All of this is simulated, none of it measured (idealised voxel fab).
process module | voxel trench capacitor
cross-section cut | 175 nm wide | cells 5 nm
A cross-section is a grid of square cells, given in bands from the top down. A band is one or more rows of cells.
Each band's line starts with the height of the band's top and of its bottom, in nm. Then come its materials from left to right, each with its width in nm. One material with "throughout" fills the band from edge to edge. "air" is empty space.
Height 0 is the level under which the wafer as received is all one material. The lowest band goes on downwards, as in "0 down".
A width such as "30 to 40" changes by the same amount from each row of cells to the next, from the band's top row to its bottom row.
"no change" after a step means that no cell of the cross-section changed.
closed voids: empty space of 8 cells or more with no open way to the top, each as width x height at its distance from the left edge, in nm
after a step's settings: what the simulator itself notes on the step
overlay nm, on a step with a mask: how far to the right of its planned place the mask lay; to the left if negative
Each pair below shows a cross-section before one step and the cross-section after it, down to the lowest band that changed. The line under each pair gives the step between them, with its settings. The pairs can come from different runs of this module on the same starting wafer, so a pair continues from the pair above only where its "before" says so.
before
  0 down: Si throughout
  closed voids: none
after
  10 to 0: SiN throughout
  below 0: unchanged
  closed voids: none
the step between: op CONFORMAL_DEP | material SiN | thk nm 10
before: the cross-section after the pair above
after
  25 to 10: resist 50 | air 25 | resist 20 | air 25 | resist 55
  below 10: unchanged
  closed voids: none
the step between: op PATTERN | tone open | mask id TRENCH | material resist | width nm 25 | pitch nm 45 | thk nm 15 | overlay nm 0
before: the cross-section after the pair above
after
  25 to 10: resist 50 | air 25 | resist 20 | air 25 | resist 55
  10 to 0: SiN 50 | air 25 | SiN 20 | air 25 | SiN 55
  below 0: unchanged
  closed voids: none
the step between: op DIRECTIONAL_ETCH | etch materials SiN | depth nm 10
before: the cross-section after the pair above
after
  25 to 10: resist 50 | air 25 | resist 20 | air 25 | resist 55
  10 to 0: SiN 50 | air 25 | SiN 20 | air 25 | SiN 55
  0 to -40: Si 50 | air 25 | Si 20 | air 25 | Si 55
  below -40: unchanged
  closed voids: none
the step between: op DIRECTIONAL_ETCH | etch materials Si | depth nm 40
before: the cross-section after the pair above
after
  10 to 0: SiN 50 | air 25 | SiN 20 | air 25 | SiN 55
  below 0: unchanged
  closed voids: none
the step between: op STRIP | etch materials resist
before: the cross-section after the pair above
after
  15 to 10: HfO2 55 | air 15 | HfO2 30 | air 15 | HfO2 60
  10 to 0: SiN 50 | HfO2 5 | air 15 | HfO2 5 | SiN 20 | HfO2 5 | air 15 | HfO2 5 | SiN 55
  0 to -35: Si 50 | HfO2 5 | air 15 | HfO2 5 | Si 20 | HfO2 5 | air 15 | HfO2 5 | Si 55
  -35 to -40: Si 50 | HfO2 25 | Si 20 | HfO2 25 | Si 55
  below -40: unchanged
  closed voids: none
the step between: op CONFORMAL_DEP | material HfO2 | thk nm 5
before: the cross-section after the pair above
after
  20 to 15: TiN 60 | air 5 | TiN 40 | air 5 | TiN 65
  15 to 10: HfO2 55 | TiN 5 | air 5 | TiN 5 | HfO2 30 | TiN 5 | air 5 | TiN 5 | HfO2 60
  10 to 0: SiN 50 | HfO2 5 | TiN 5 | air 5 | TiN 5 | HfO2 5 | SiN 20 | HfO2 5 | TiN 5 | air 5 | TiN 5 | HfO2 5 | SiN 55
  0 to -30: Si 50 | HfO2 5 | TiN 5 | air 5 | TiN 5 | HfO2 5 | Si 20 | HfO2 5 | TiN 5 | air 5 | TiN 5 | HfO2 5 | Si 55
  -30 to -35: Si 50 | HfO2 5 | TiN 15 | HfO2 5 | Si 20 | HfO2 5 | TiN 15 | HfO2 5 | Si 55
  below -35: unchanged
  closed voids: none
the step between: op CONFORMAL_DEP | material TiN | thk nm 5
before: the cross-section after the pair above
after
  25 to 20: W throughout
  20 to 15: TiN 60 | W 5 | TiN 40 | W 5 | TiN 65
  15 to 10: HfO2 55 | TiN 5 | W 5 | TiN 5 | HfO2 30 | TiN 5 | W 5 | TiN 5 | HfO2 60
  10 to 0: SiN 50 | HfO2 5 | TiN 5 | W 5 | TiN 5 | HfO2 5 | SiN 20 | HfO2 5 | TiN 5 | W 5 | TiN 5 | HfO2 5 | SiN 55
  0 to -30: Si 50 | HfO2 5 | TiN 5 | W 5 | TiN 5 | HfO2 5 | Si 20 | HfO2 5 | TiN 5 | W 5 | TiN 5 | HfO2 5 | Si 55
  below -30: unchanged
  closed voids: none
the step between: op FILL_DEP | material W | thk nm 5
before: the cross-section after the pair above
after
  10 to 0: SiN 50 | HfO2 5 | TiN 5 | W 5 | TiN 5 | HfO2 5 | SiN 20 | HfO2 5 | TiN 5 | W 5 | TiN 5 | HfO2 5 | SiN 55
  below 0: unchanged
  closed voids: none
the step between: op CMP | height nm 10
before
  25 to 10: resist 50 | air 25 | resist 20 | air 25 | resist 55
  10 to 0: SiN 50 | air 25 | SiN 20 | air 25 | SiN 55
  0 to -40: Si 50 | air 25 | Si 20 | air 25 | Si 55
  -40 down: Si throughout
  closed voids: none
after
  25 to 10: resist 50 | air 25 | resist 20 | air 25 | resist 55
  10 to 0: SiN 50 | air 25 | SiN 20 | air 25 | SiN 55
  0 to -80: Si 50 | air 25 | Si 20 | air 25 | Si 55
  below -80: unchanged
  closed voids: none
the step between: op DIRECTIONAL_ETCH | etch materials Si | depth nm 40
before: the cross-section after the pair above
after
  10 to 0: SiN 50 | air 25 | SiN 20 | air 25 | SiN 55
  below 0: unchanged
  closed voids: none
the step between: op STRIP | etch materials resist
before: the cross-section after the pair above
after
  15 to 10: HfO2 55 | air 15 | HfO2 30 | air 15 | HfO2 60
  10 to 0: SiN 50 | HfO2 5 | air 15 | HfO2 5 | SiN 20 | HfO2 5 | air 15 | HfO2 5 | SiN 55
  0 to -75: Si 50 | HfO2 5 | air 15 | HfO2 5 | Si 20 | HfO2 5 | air 15 | HfO2 5 | Si 55
  -75 to -80: Si 50 | HfO2 25 | Si 20 | HfO2 25 | Si 55
  below -80: unchanged
  closed voids: none
the step between: op CONFORMAL_DEP | material HfO2 | thk nm 5
before: the cross-section after the pair above
after
  20 to 15: TiN 60 | air 5 | TiN 40 | air 5 | TiN 65
  15 to 10: HfO2 55 | TiN 5 | air 5 | TiN 5 | HfO2 30 | TiN 5 | air 5 | TiN 5 | HfO2 60
  10 to 0: SiN 50 | HfO2 5 | TiN 5 | air 5 | TiN 5 | HfO2 5 | SiN 20 | HfO2 5 | TiN 5 | air 5 | TiN 5 | HfO2 5 | SiN 55
  0 to -70: Si 50 | HfO2 5 | TiN 5 | air 5 | TiN 5 | HfO2 5 | Si 20 | HfO2 5 | TiN 5 | air 5 | TiN 5 | HfO2 5 | Si 55
  -70 to -75: Si 50 | HfO2 5 | TiN 15 | HfO2 5 | Si 20 | HfO2 5 | TiN 15 | HfO2 5 | Si 55
  below -75: unchanged
  closed voids: none
the step between: op CONFORMAL_DEP | material TiN | thk nm 5
before: the cross-section after the pair above
after
  25 to 20: W throughout
  20 to 15: TiN 60 | W 5 | TiN 40 | W 5 | TiN 65
  15 to 10: HfO2 55 | TiN 5 | W 5 | TiN 5 | HfO2 30 | TiN 5 | W 5 | TiN 5 | HfO2 60
  10 to 0: SiN 50 | HfO2 5 | TiN 5 | W 5 | TiN 5 | HfO2 5 | SiN 20 | HfO2 5 | TiN 5 | W 5 | TiN 5 | HfO2 5 | SiN 55
  0 to -70: Si 50 | HfO2 5 | TiN 5 | W 5 | TiN 5 | HfO2 5 | Si 20 | HfO2 5 | TiN 5 | W 5 | TiN 5 | HfO2 5 | Si 55
  below -70: unchanged
  closed voids: none
the step between: op FILL_DEP | material W | thk nm 5
before: the cross-section after the pair above
after
  10 to 0: SiN 50 | HfO2 5 | TiN 5 | W 5 | TiN 5 | HfO2 5 | SiN 20 | HfO2 5 | TiN 5 | W 5 | TiN 5 | HfO2 5 | SiN 55
  below 0: unchanged
  closed voids: none
the step between: op CMP | height nm 10
before
  10 to 0: SiN 50 | air 25 | SiN 20 | air 25 | SiN 55
  0 to -40: Si 50 | air 25 | Si 20 | air 25 | Si 55
  -40 down: Si throughout
  closed voids: none
after
  15 to 10: TiN 55 | air 15 | TiN 30 | air 15 | TiN 60
  10 to 0: SiN 50 | TiN 5 | air 15 | TiN 5 | SiN 20 | TiN 5 | air 15 | TiN 5 | SiN 55
  0 to -35: Si 50 | TiN 5 | air 15 | TiN 5 | Si 20 | TiN 5 | air 15 | TiN 5 | Si 55
  -35 to -40: Si 50 | TiN 25 | Si 20 | TiN 25 | Si 55
  below -40: unchanged
  closed voids: none
the step between: op CONFORMAL_DEP | material TiN | thk nm 5
before: the cross-section after the pair above
after
  20 to 15: HfO2 60 | air 5 | HfO2 40 | air 5 | HfO2 65
  15 to 10: TiN 55 | HfO2 5 | air 5 | HfO2 5 | TiN 30 | HfO2 5 | air 5 | HfO2 5 | TiN 60
  10 to 0: SiN 50 | TiN 5 | HfO2 5 | air 5 | HfO2 5 | TiN 5 | SiN 20 | TiN 5 | HfO2 5 | air 5 | HfO2 5 | TiN 5 | SiN 55
  0 to -30: Si 50 | TiN 5 | HfO2 5 | air 5 | HfO2 5 | TiN 5 | Si 20 | TiN 5 | HfO2 5 | air 5 | HfO2 5 | TiN 5 | Si 55
  -30 to -35: Si 50 | TiN 5 | HfO2 15 | TiN 5 | Si 20 | TiN 5 | HfO2 15 | TiN 5 | Si 55
  below -35: unchanged
  closed voids: none
the step between: op CONFORMAL_DEP | material HfO2 | thk nm 5
before: the cross-section after the pair above
after
  25 to 20: W throughout
  20 to 15: HfO2 60 | W 5 | HfO2 40 | W 5 | HfO2 65
  15 to 10: TiN 55 | HfO2 5 | W 5 | HfO2 5 | TiN 30 | HfO2 5 | W 5 | HfO2 5 | TiN 60
  10 to 0: SiN 50 | TiN 5 | HfO2 5 | W 5 | HfO2 5 | TiN 5 | SiN 20 | TiN 5 | HfO2 5 | W 5 | HfO2 5 | TiN 5 | SiN 55
  0 to -30: Si 50 | TiN 5 | HfO2 5 | W 5 | HfO2 5 | TiN 5 | Si 20 | TiN 5 | HfO2 5 | W 5 | HfO2 5 | TiN 5 | Si 55
  below -30: unchanged
  closed voids: none
the step between: op FILL_DEP | material W | thk nm 5
before: the cross-section after the pair above
after
  10 to 0: SiN 50 | TiN 5 | HfO2 5 | W 5 | HfO2 5 | TiN 5 | SiN 20 | TiN 5 | HfO2 5 | W 5 | HfO2 5 | TiN 5 | SiN 55
  below 0: unchanged
  closed voids: none
the step between: op CMP | height nm 10
before
  25 to 10: resist 50 | air 25 | resist 20 | air 25 | resist 55
  10 to 0: SiN 50 | air 25 | SiN 20 | air 25 | SiN 55
  0 down: Si throughout
  closed voids: none
after
  25 to 10: resist 50 | air 25 | resist 20 | air 25 | resist 55
  10 to 0: SiN 50 | air 25 | SiN 20 | air 25 | SiN 55
  0 to -35: Si 50 | air 25 | Si 20 | air 25 | Si 55
  below -35: unchanged
  closed voids: none
the step between: op DIRECTIONAL_ETCH | etch materials Si | depth nm 35
before: the cross-section after the pair above
after
  10 to 0: SiN 50 | air 25 | SiN 20 | air 25 | SiN 55
  below 0: unchanged
  closed voids: none
the step between: op STRIP | etch materials resist
before: the cross-section after the pair above
after
  15 to 10: HfO2 55 | air 15 | HfO2 30 | air 15 | HfO2 60
  10 to 0: SiN 50 | HfO2 5 | air 15 | HfO2 5 | SiN 20 | HfO2 5 | air 15 | HfO2 5 | SiN 55
  0 to -30: Si 50 | HfO2 5 | air 15 | HfO2 5 | Si 20 | HfO2 5 | air 15 | HfO2 5 | Si 55
  -30 to -35: Si 50 | HfO2 25 | Si 20 | HfO2 25 | Si 55
  below -35: unchanged
  closed voids: none
the step between: op CONFORMAL_DEP | material HfO2 | thk nm 5
before: the cross-section after the pair above
after
  20 to 15: TiN 60 | air 5 | TiN 40 | air 5 | TiN 65
  15 to 10: HfO2 55 | TiN 5 | air 5 | TiN 5 | HfO2 30 | TiN 5 | air 5 | TiN 5 | HfO2 60
  10 to 0: SiN 50 | HfO2 5 | TiN 5 | air 5 | TiN 5 | HfO2 5 | SiN 20 | HfO2 5 | TiN 5 | air 5 | TiN 5 | HfO2 5 | SiN 55
  0 to -25: Si 50 | HfO2 5 | TiN 5 | air 5 | TiN 5 | HfO2 5 | Si 20 | HfO2 5 | TiN 5 | air 5 | TiN 5 | HfO2 5 | Si 55
  -25 to -30: Si 50 | HfO2 5 | TiN 15 | HfO2 5 | Si 20 | HfO2 5 | TiN 15 | HfO2 5 | Si 55
  below -30: unchanged
  closed voids: none
the step between: op CONFORMAL_DEP | material TiN | thk nm 5
before: the cross-section after the pair above
after
  25 to 20: W throughout
  20 to 15: TiN 60 | W 5 | TiN 40 | W 5 | TiN 65
  15 to 10: HfO2 55 | TiN 5 | W 5 | TiN 5 | HfO2 30 | TiN 5 | W 5 | TiN 5 | HfO2 60
  10 to 0: SiN 50 | HfO2 5 | TiN 5 | W 5 | TiN 5 | HfO2 5 | SiN 20 | HfO2 5 | TiN 5 | W 5 | TiN 5 | HfO2 5 | SiN 55
  0 to -25: Si 50 | HfO2 5 | TiN 5 | W 5 | TiN 5 | HfO2 5 | Si 20 | HfO2 5 | TiN 5 | W 5 | TiN 5 | HfO2 5 | Si 55
  below -25: unchanged
  closed voids: none
the step between: op FILL_DEP | material W | thk nm 5
before: the cross-section after the pair above
after
  10 to 0: SiN 50 | HfO2 5 | TiN 5 | W 5 | TiN 5 | HfO2 5 | SiN 20 | HfO2 5 | TiN 5 | W 5 | TiN 5 | HfO2 5 | SiN 55
  below 0: unchanged
  closed voids: none
the step between: op CMP | height nm 10
before
  10 to 0: SiN throughout
  0 down: Si throughout
  closed voids: none
after
  25 to 10: resist 55 | air 20 | resist 25 | air 20 | resist 55
  below 10: unchanged
  closed voids: none
the step between: op PATTERN | tone open | mask id TRENCH | material resist | width nm 20 | pitch nm 45 | thk nm 15 | overlay nm 0
before: the cross-section after the pair above
after
  25 to 10: resist 55 | air 20 | resist 25 | air 20 | resist 55
  10 to 0: SiN 55 | air 20 | SiN 25 | air 20 | SiN 55
  below 0: unchanged
  closed voids: none
the step between: op DIRECTIONAL_ETCH | etch materials SiN | depth nm 10
before: the cross-section after the pair above
after
  25 to 10: resist 55 | air 20 | resist 25 | air 20 | resist 55
  10 to 0: SiN 55 | air 20 | SiN 25 | air 20 | SiN 55
  0 to -40: Si 55 | air 20 | Si 25 | air 20 | Si 55
  below -40: unchanged
  closed voids: none
the step between: op DIRECTIONAL_ETCH | etch materials Si | depth nm 40
before: the cross-section after the pair above
after
  10 to 0: SiN 55 | air 20 | SiN 25 | air 20 | SiN 55
  below 0: unchanged
  closed voids: none
the step between: op STRIP | etch materials resist
before: the cross-section after the pair above
after
  15 to 10: HfO2 60 | air 10 | HfO2 35 | air 10 | HfO2 60
  10 to 0: SiN 55 | HfO2 5 | air 10 | HfO2 5 | SiN 25 | HfO2 5 | air 10 | HfO2 5 | SiN 55
  0 to -35: Si 55 | HfO2 5 | air 10 | HfO2 5 | Si 25 | HfO2 5 | air 10 | HfO2 5 | Si 55
  -35 to -40: Si 55 | HfO2 20 | Si 25 | HfO2 20 | Si 55
  below -40: unchanged
  closed voids: none
the step between: op CONFORMAL_DEP | material HfO2 | thk nm 5
before: the cross-section after the pair above
after
  20 to 15: TiN throughout
  15 to 10: HfO2 60 | TiN 10 | HfO2 35 | TiN 10 | HfO2 60
  10 to 0: SiN 55 | HfO2 5 | TiN 10 | HfO2 5 | SiN 25 | HfO2 5 | TiN 10 | HfO2 5 | SiN 55
  0 to -35: Si 55 | HfO2 5 | TiN 10 | HfO2 5 | Si 25 | HfO2 5 | TiN 10 | HfO2 5 | Si 55
  below -35: unchanged
  closed voids: none
the step between: op CONFORMAL_DEP | material TiN | thk nm 5
before: the cross-section after the pair above
after
  25 to 20: W throughout
  below 20: unchanged
  closed voids: none
the step between: op FILL_DEP | material W | thk nm 5
before: the cross-section after the pair above
after
  10 to 0: SiN 55 | HfO2 5 | TiN 10 | HfO2 5 | SiN 25 | HfO2 5 | TiN 10 | HfO2 5 | SiN 55
  below 0: unchanged
  closed voids: none
the step between: op CMP | height nm 10
before
  10 to 0: SiN throughout
  0 down: Si throughout
  closed voids: none
after
  25 to 10: resist 45 | air 25 | resist 20 | air 25 | resist 60
  below 10: unchanged
  closed voids: none
the step between: op PATTERN | tone open | mask id TRENCH | material resist | width nm 25 | pitch nm 45 | thk nm 15 | overlay nm -5
before: the cross-section after the pair above
after
  25 to 10: resist 45 | air 25 | resist 20 | air 25 | resist 60
  10 to 0: SiN 45 | air 25 | SiN 20 | air 25 | SiN 60
  below 0: unchanged
  closed voids: none
the step between: op DIRECTIONAL_ETCH | etch materials SiN | depth nm 10
before: the cross-section after the pair above
after
  25 to 10: resist 45 | air 25 | resist 20 | air 25 | resist 60
  10 to 0: SiN 45 | air 25 | SiN 20 | air 25 | SiN 60
  0 to -40: Si 45 | air 25 | Si 20 | air 25 | Si 60
  below -40: unchanged
  closed voids: none
the step between: op DIRECTIONAL_ETCH | etch materials Si | depth nm 40
before: the cross-section after the pair above
after
  10 to 0: SiN 45 | air 25 | SiN 20 | air 25 | SiN 60
  below 0: unchanged
  closed voids: none
the step between: op STRIP | etch materials resist
before: the cross-section after the pair above
after
  15 to 10: HfO2 50 | air 15 | HfO2 30 | air 15 | HfO2 65
  10 to 0: SiN 45 | HfO2 5 | air 15 | HfO2 5 | SiN 20 | HfO2 5 | air 15 | HfO2 5 | SiN 60
  0 to -35: Si 45 | HfO2 5 | air 15 | HfO2 5 | Si 20 | HfO2 5 | air 15 | HfO2 5 | Si 60
  -35 to -40: Si 45 | HfO2 25 | Si 20 | HfO2 25 | Si 60
  below -40: unchanged
  closed voids: none
the step between: op CONFORMAL_DEP | material HfO2 | thk nm 5
before: the cross-section after the pair above
after
  20 to 15: TiN 55 | air 5 | TiN 40 | air 5 | TiN 70
  15 to 10: HfO2 50 | TiN 5 | air 5 | TiN 5 | HfO2 30 | TiN 5 | air 5 | TiN 5 | HfO2 65
  10 to 0: SiN 45 | HfO2 5 | TiN 5 | air 5 | TiN 5 | HfO2 5 | SiN 20 | HfO2 5 | TiN 5 | air 5 | TiN 5 | HfO2 5 | SiN 60
  0 to -30: Si 45 | HfO2 5 | TiN 5 | air 5 | TiN 5 | HfO2 5 | Si 20 | HfO2 5 | TiN 5 | air 5 | TiN 5 | HfO2 5 | Si 60
  -30 to -35: Si 45 | HfO2 5 | TiN 15 | HfO2 5 | Si 20 | HfO2 5 | TiN 15 | HfO2 5 | Si 60
  below -35: unchanged
  closed voids: none
the step between: op CONFORMAL_DEP | material TiN | thk nm 5
before: the cross-section after the pair above
after
  25 to 20: W throughout
  20 to 15: TiN 55 | W 5 | TiN 40 | W 5 | TiN 70
  15 to 10: HfO2 50 | TiN 5 | W 5 | TiN 5 | HfO2 30 | TiN 5 | W 5 | TiN 5 | HfO2 65
  10 to 0: SiN 45 | HfO2 5 | TiN 5 | W 5 | TiN 5 | HfO2 5 | SiN 20 | HfO2 5 | TiN 5 | W 5 | TiN 5 | HfO2 5 | SiN 60
  0 to -30: Si 45 | HfO2 5 | TiN 5 | W 5 | TiN 5 | HfO2 5 | Si 20 | HfO2 5 | TiN 5 | W 5 | TiN 5 | HfO2 5 | Si 60
  below -30: unchanged
  closed voids: none
the step between: op FILL_DEP | material W | thk nm 5
before: the cross-section after the pair above
after
  10 to 0: SiN 45 | HfO2 5 | TiN 5 | W 5 | TiN 5 | HfO2 5 | SiN 20 | HfO2 5 | TiN 5 | W 5 | TiN 5 | HfO2 5 | SiN 60
  below 0: unchanged
  closed voids: none
the step between: op CMP | height nm 10
before
  15 to 10: HfO2 55 | air 15 | HfO2 30 | air 15 | HfO2 60
  10 to 0: SiN 50 | HfO2 5 | air 15 | HfO2 5 | SiN 20 | HfO2 5 | air 15 | HfO2 5 | SiN 55
  0 to -35: Si 50 | HfO2 5 | air 15 | HfO2 5 | Si 20 | HfO2 5 | air 15 | HfO2 5 | Si 55
  -35 to -40: Si 50 | HfO2 25 | Si 20 | HfO2 25 | Si 55
  -40 down: Si throughout
  closed voids: none
after
  20 to 10: HfO2 60 | air 5 | HfO2 40 | air 5 | HfO2 65
  10 to 0: SiN 50 | HfO2 10 | air 5 | HfO2 10 | SiN 20 | HfO2 10 | air 5 | HfO2 10 | SiN 55
  0 to -30: Si 50 | HfO2 10 | air 5 | HfO2 10 | Si 20 | HfO2 10 | air 5 | HfO2 10 | Si 55
  -30 to -40: Si 50 | HfO2 25 | Si 20 | HfO2 25 | Si 55
  below -40: unchanged
  closed voids: none
the step between: op CONFORMAL_DEP | material HfO2 | thk nm 5
before: the cross-section after the pair above
after
  25 to 20: W throughout
  20 to 10: HfO2 60 | W 5 | HfO2 40 | W 5 | HfO2 65
  10 to 0: SiN 50 | HfO2 10 | W 5 | HfO2 10 | SiN 20 | HfO2 10 | W 5 | HfO2 10 | SiN 55
  0 to -30: Si 50 | HfO2 10 | W 5 | HfO2 10 | Si 20 | HfO2 10 | W 5 | HfO2 10 | Si 55
  below -30: unchanged
  closed voids: none
the step between: op FILL_DEP | material W | thk nm 5
before: the cross-section after the pair above
after
  10 to 0: SiN 50 | HfO2 10 | W 5 | HfO2 10 | SiN 20 | HfO2 10 | W 5 | HfO2 10 | SiN 55
  below 0: unchanged
  closed voids: none
the step between: op CMP | height nm 10
before
  10 to 0: SiN throughout
  0 down: Si throughout
  closed voids: none
after
  25 to 10: air 50 | resist 25 | air 20 | resist 25 | air 55
  below 10: unchanged
  closed voids: none
the step between: op PATTERN | tone cover | mask id TRENCH | material resist | width nm 25 | pitch nm 45 | thk nm 15 | overlay nm 0
before: the cross-section after the pair above
after
  25 to 10: air 50 | resist 25 | air 20 | resist 25 | air 55
  10 to 0: air 50 | SiN 25 | air 20 | SiN 25 | air 55
  below 0: unchanged
  closed voids: none
the step between: op DIRECTIONAL_ETCH | etch materials SiN | depth nm 10
before: the cross-section after the pair above
after
  25 to 10: air 50 | resist 25 | air 20 | resist 25 | air 55
  10 to 0: air 50 | SiN 25 | air 20 | SiN 25 | air 55
  0 to -40: air 50 | Si 25 | air 20 | Si 25 | air 55
  below -40: unchanged
  closed voids: none
the step between: op DIRECTIONAL_ETCH | etch materials Si | depth nm 40
before: the cross-section after the pair above
after
  10 to 0: air 50 | SiN 25 | air 20 | SiN 25 | air 55
  below 0: unchanged
  closed voids: none
the step between: op STRIP | etch materials resist
before: the cross-section after the pair above
after
  15 to 10: air 45 | HfO2 35 | air 10 | HfO2 35 | air 50
  10 to 0: air 45 | HfO2 5 | SiN 25 | HfO2 5 | air 10 | HfO2 5 | SiN 25 | HfO2 5 | air 50
  0 to -35: air 45 | HfO2 5 | Si 25 | HfO2 5 | air 10 | HfO2 5 | Si 25 | HfO2 5 | air 50
  -35 to -40: HfO2 50 | Si 25 | HfO2 20 | Si 25 | HfO2 55
  below -40: unchanged
  closed voids: none
the step between: op CONFORMAL_DEP | material HfO2 | thk nm 5
before: the cross-section after the pair above
after
  20 to 15: air 40 | TiN 90 | air 45
  15 to 10: air 40 | TiN 5 | HfO2 35 | TiN 10 | HfO2 35 | TiN 5 | air 45
  10 to 0: air 40 | TiN 5 | HfO2 5 | SiN 25 | HfO2 5 | TiN 10 | HfO2 5 | SiN 25 | HfO2 5 | TiN 5 | air 45
  0 to -30: air 40 | TiN 5 | HfO2 5 | Si 25 | HfO2 5 | TiN 10 | HfO2 5 | Si 25 | HfO2 5 | TiN 5 | air 45
  -30 to -35: TiN 45 | HfO2 5 | Si 25 | HfO2 5 | TiN 10 | HfO2 5 | Si 25 | HfO2 5 | TiN 50
  below -35: unchanged
  closed voids: none
the step between: op CONFORMAL_DEP | material TiN | thk nm 5
before: the cross-section after the pair above
after
  25 to 20: W throughout
  20 to 15: W 40 | TiN 90 | W 45
  15 to 10: W 40 | TiN 5 | HfO2 35 | TiN 10 | HfO2 35 | TiN 5 | W 45
  10 to 0: W 40 | TiN 5 | HfO2 5 | SiN 25 | HfO2 5 | TiN 10 | HfO2 5 | SiN 25 | HfO2 5 | TiN 5 | W 45
  0 to -30: W 40 | TiN 5 | HfO2 5 | Si 25 | HfO2 5 | TiN 10 | HfO2 5 | Si 25 | HfO2 5 | TiN 5 | W 45
  below -30: unchanged
  closed voids: none
the step between: op FILL_DEP | material W | thk nm 5
before: the cross-section after the pair above
after
  10 to 0: W 40 | TiN 5 | HfO2 5 | SiN 25 | HfO2 5 | TiN 10 | HfO2 5 | SiN 25 | HfO2 5 | TiN 5 | W 45
  below 0: unchanged
  closed voids: none
the step between: op CMP | height nm 10
